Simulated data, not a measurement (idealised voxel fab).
Process module, titled voxel wiring stack
For reference, the cross-section in this document is cut, with width 260 nm and square cells of 5 nm.
Each cross-section below is a grid of square cells, stated as bands in top-down order, with one or more rows of cells making up each band.
The band entry comprises the height of the band's top followed by the height of its bottom, expressed in nm, and subsequently the band's materials from left to right, each stated together with its width in nm. Where a single material is marked with the word "everywhere", that material fills the band from edge to edge. The word "air" represents empty space.
Height datum 0, below which the as-received substrate wafer is one material. Lowest band open at the bottom, running downward: "0 down".
With a width like "30 to 40", each row of cells in the band differs from the next by the same amount, the top row carrying the first number and the bottom row the second.
A step reported as "no modifications" is a step in which no cell of the cross-section changed.
"Closed empty spaces": empty spaces of 8 cells or more with no open way to the top, each given as width x height at distance, distance from the left edge, all in nm.
It should be noted that, on the line of a given step, the content following the step's settings is a remark produced by the simulator itself with respect to that step.
"overlay nm" answers the question of how far to the right of plan the mask lay on a step that has a mask, and when it is negative the answer is to the left.

### Steps planned for the process
1,RECEIVE with material Si
2,CONFORMAL_DEP with material SiO2, thk nm 10
3,CONFORMAL_DEP with material SiCN, thk nm 5
4,DIRECTIONAL_DEP with material SiO2, thk nm 20
5,PATTERN with tone open, mask id METAL_1, material resist, width nm 25, pitch nm 40, thk nm 15, overlay nm 0
6,DIRECTIONAL_ETCH with etch materials SiO2, depth nm 20
7,DIRECTIONAL_ETCH with etch materials SiCN, depth nm 5
8,STRIP with etch materials resist
9,CONFORMAL_DEP with material TiN, thk nm 5
10,FILL_DEP with material W, thk nm 10
11,CMP with height nm 35
12,CONFORMAL_DEP with material SiCN, thk nm 5
13,DIRECTIONAL_DEP with material SiO2, thk nm 25
14,PATTERN with tone open, mask id METAL_2, material resist, width nm 25, pitch nm 40, thk nm 20, overlay nm 0
15,DIRECTIONAL_ETCH with etch materials SiO2, depth nm 15
16,STRIP with etch materials resist
17,PATTERN with tone open, mask id METAL_2_HOLES, material resist, width nm 15, pitch nm 80, thk nm 20, overlay nm 0
18,DIRECTIONAL_ETCH with etch materials SiO2, depth nm 10
19,DIRECTIONAL_ETCH with etch materials SiCN, depth nm 5
20,STRIP with etch materials resist
21,CONFORMAL_DEP with material TiN, thk nm 5
22,FILL_DEP with material Cu, thk nm 10
23,CMP with height nm 65
24,CONFORMAL_DEP with material SiN, thk nm 5

### Cross-section: wafer on arrival = after step 1
  0 down  Si everywhere
  Closed empty spaces: none

### Module complete, cross-section. Starting point and plan per above. One mistake made in running the module
  70 to 65  SiN everywhere
  65 to 40  SiO2 everywhere
  40 to 35  SiCN everywhere
  35 to 15  SiO2 55  TiN 5  W 15  TiN 5  SiO2 15  TiN 5  W 15  TiN 5  SiO2 15  TiN 5  W 15  TiN 5  SiO2 15  TiN 5  W 15  TiN 5  SiO2 60
  15 to 10  SiCN 55  TiN 25  SiCN 15  TiN 25  SiCN 15  TiN 25  SiCN 15  TiN 25  SiCN 60
  10 to 0  SiO2 everywhere
  0 down  Si everywhere
  Closed empty spaces: none
Short version of what went wrong: heads up, step 13 of the plan got done twice
